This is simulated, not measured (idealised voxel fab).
The following is a process module called voxel wiring stack.
Section cut is 290 nm wide and gridded with 5 nm square cells.
If you're reading a cross-section in this doc, picture square cells in a grid; it comes to you as bands, top ones listed first down to the bottom, and a band can be one or more rows of cells. Each band's line starts with the height of the band's top and of its bottom, in nm. Then come its materials from left to right, each with its width in nm. One material with "everywhere" fills the band from edge to edge. "air" is empty space. Note: height 0 marks the level under which the wafer is uniformly one material as received. Lowest band unbounded below, written "z 0 and below". Read "30..40" as a graded width: first number on top, second number at the bottom, same change between each pair of neighbouring rows. Step note "nothing different" = no cross-section cell changed. For the entry "Entrapped voids", the listed items are empty spaces with no open way to the top whose size is 8 cells or more; each item follows the pattern width x height at distance, where distance is from the left edge and all three are in nm. after a step's settings: what the simulator itself notes on the step. "overlay nm", when on a step's line for a step with a mask, measures how far to the right of its planned place the mask lay; a negative measure means to the left.
Set out below are the planned steps of the process:
1: RECEIVE [material Si]
2: CONFORMAL_DEP [material SiO2] [thk nm 15]
3: DIRECTIONAL_DEP [material TiN] [thk nm 5]
4: DIRECTIONAL_DEP [material W] [thk nm 20]
5: DIRECTIONAL_DEP [material aC] [thk nm 10]
6: PATTERN [tone cover] [mask id METAL_1] [material resist] [width nm 30] [pitch nm 60] [thk nm 25] [overlay nm 0]
7: DIRECTIONAL_ETCH [etch materials aC] [depth nm 10]
8: STRIP [etch materials resist]
9: DIRECTIONAL_ETCH [etch materials W] [depth nm 20]
10: DIRECTIONAL_ETCH [etch materials TiN] [depth nm 5]
11: STRIP [etch materials aC]
12: FILL_DEP [material SiO2] [thk nm 5]
13: CMP [height nm 40]
14: CONFORMAL_DEP [material SiCN] [thk nm 5]
15: DIRECTIONAL_DEP [material lowk] [thk nm 30]
16: PATTERN [tone open] [mask id METAL_2_HOLES] [material resist] [width nm 15] [pitch nm 120] [thk nm 15] [overlay nm 0]
17: DIRECTIONAL_ETCH [etch materials lowk] [depth nm 30]
18: STRIP [etch materials resist]
19: PATTERN [tone open] [mask id METAL_2] [material resist] [width nm 20] [pitch nm 60] [thk nm 20] [overlay nm 0]
20: DIRECTIONAL_ETCH [etch materials lowk] [depth nm 20]
21: DIRECTIONAL_ETCH [etch materials SiCN] [depth nm 5]
22: STRIP [etch materials resist]
23: CONFORMAL_DEP [material TiN] [thk nm 5]
24: FILL_DEP [material Cu] [thk nm 10]
25: CMP [height nm 75]
26: CONFORMAL_DEP [material SiCN] [thk nm 5]
27: DIRECTIONAL_DEP [material SiO2] [thk nm 15]
28: PATTERN [tone open] [mask id PLUG_2] [material resist] [width nm 15] [pitch nm 60] [thk nm 15] [overlay nm 0]
29: DIRECTIONAL_ETCH [etch materials SiO2] [depth nm 15]
30: DIRECTIONAL_ETCH [etch materials SiCN] [depth nm 5]
31: STRIP [etch materials resist]
32: EPI [material Ru] [thk nm 10]
33: EPI [material Ru] [thk nm 10]
34: DIRECTIONAL_DEP [material TiN] [thk nm 5]
35: DIRECTIONAL_DEP [material W] [thk nm 20]
36: DIRECTIONAL_DEP [material aC] [thk nm 10]
37: PATTERN [tone cover] [mask id METAL_3] [material resist] [width nm 30] [pitch nm 60] [thk nm 25] [overlay nm 0]
38: DIRECTIONAL_ETCH [etch materials aC] [depth nm 10]
39: STRIP [etch materials resist]
40: DIRECTIONAL_ETCH [etch materials W] [depth nm 20]
41: DIRECTIONAL_ETCH [etch materials TiN] [depth nm 5]
42: STRIP [etch materials aC]
43: FILL_DEP [material lowk] [thk nm 5]
44: CMP [height nm 120]
45: CONFORMAL_DEP [material SiCN] [thk nm 5]
Heads up: all these wafers start the same, and what changes between them is the width nm in step 19. The value you see in the plan is just what the first wafer got.
As-received cross-section, first of several wafers, post step 1:
* z 0 and below | Si everywhere
* Entrapped voids: none
The cross-section of the first of several wafers is given below for the end of the module, after its final step, step 45:
* z 125 to 120 | SiCN everywhere
* z 120 to 100 | lowk=70, W=30, lowk=30, W=30, lowk=30, W=30, lowk=70
* z 100 to 95 | lowk=70, TiN=30, lowk=30, TiN=30, lowk=30, TiN=30, lowk=70
* z 95 to 80 | SiO2=70, Ru=15, SiO2=45, Ru=15, SiO2=45, Ru=15, SiO2=85
* z 80 to 75 | SiCN=70, Ru=15, SiCN=45, Ru=15, SiCN=45, Ru=15, SiCN=85
* z 75 to 60 | lowk=70, TiN=5, Cu=15, TiN=5, lowk=40, TiN=5, Cu=10, TiN=5, lowk=35, TiN=5, Cu=15, TiN=5, lowk=75
* z 60 to 55 | lowk=70, TiN=5, Cu=5, TiN=15, lowk=40, TiN=20, lowk=35, TiN=5, Cu=5, TiN=15, lowk=75
* z 55 to 50 | lowk=70, TiN=5, Cu=5, TiN=5, lowk=105, TiN=5, Cu=5, TiN=5, lowk=85
* z 50 to 45 | lowk=70, TiN=15, lowk=105, TiN=15, lowk=85
* z 45 to 40 | SiCN=75, TiN=10, SiCN=110, TiN=10, SiCN=85
* z 40 to 20 | SiO2=70, W=30, SiO2=30, W=30, SiO2=30, W=30, SiO2=70
* z 20 to 15 | SiO2=70, TiN=30, SiO2=30, TiN=30, SiO2=30, TiN=30, SiO2=70
* z 15 to 0 | SiO2 everywhere
* z 0 and below | Si everywhere
* Entrapped voids: none
Final wafer of several, shown in cross-section at the end of the module:
* z 125 to 120 | SiCN everywhere
* z 120 to 100 | lowk=70, W=30, lowk=30, W=30, lowk=30, W=30, lowk=70
* z 100 to 95 | lowk=70, TiN=30, lowk=30, TiN=30, lowk=30, TiN=30, lowk=70
* z 95 to 80 | SiO2=70, Ru=15, SiO2=45, Ru=15, SiO2=45, Ru=15, SiO2=85
* z 80 to 75 | SiCN=70, Ru=15, SiCN=45, Ru=15, SiCN=45, Ru=15, SiCN=85
* z 75 to 60 | lowk=65, TiN=5, Cu=35, TiN=5, lowk=15, TiN=5, Cu=35, TiN=5, lowk=15, TiN=5, Cu=35, TiN=5, lowk=60
* z 60 to 55 | lowk=65, TiN=10, Cu=5, TiN=30, lowk=15, TiN=45, lowk=15, TiN=10, Cu=5, TiN=30, lowk=60
* z 55 to 45 | lowk=70, TiN=5, Cu=5, TiN=5, lowk=105, TiN=5, Cu=5, TiN=5, lowk=85
* z 45 to 40 | SiCN=70, TiN=15, SiCN=105, TiN=15, SiCN=85
* z 40 to 20 | SiO2=70, W=30, SiO2=30, W=30, SiO2=30, W=30, SiO2=70
* z 20 to 15 | SiO2=70, TiN=30, SiO2=30, TiN=30, SiO2=30, TiN=30, SiO2=70
* z 15 to 0 | SiO2 everywhere
* z 0 and below | Si everywhere
* Entrapped voids: none
What follows is a table in which each wafer occupies a row; for the wafer as it stands at the close of the module, the row states, material by material, how many cells have been gained (+) or lost (-) since receipt, and then gives its closed voids:
width nm 20, +28 Cu, +36 Ru, +161 SiCN, +521 SiO2, +80 TiN, +144 W, +480 lowk, Entrapped voids: none
width nm 25, +37 Cu, +36 Ru, +161 SiCN, +521 SiO2, +83 TiN, +144 W, +468 lowk, Entrapped voids: none
width nm 30, +42 Cu, +36 Ru, +159 SiCN, +521 SiO2, +84 TiN, +144 W, +464 lowk, Entrapped voids: none
width nm 35, +51 Cu, +36 Ru, +159 SiCN, +521 SiO2, +87 TiN, +144 W, +452 lowk, Entrapped voids: none
width nm 40, +60 Cu, +36 Ru, +159 SiCN, +521 SiO2, +90 TiN, +144 W, +440 lowk, Entrapped voids: none
width nm 45, +69 Cu, +36 Ru, +159 SiCN, +521 SiO2, +93 TiN, +144 W, +428 lowk, Entrapped voids: none
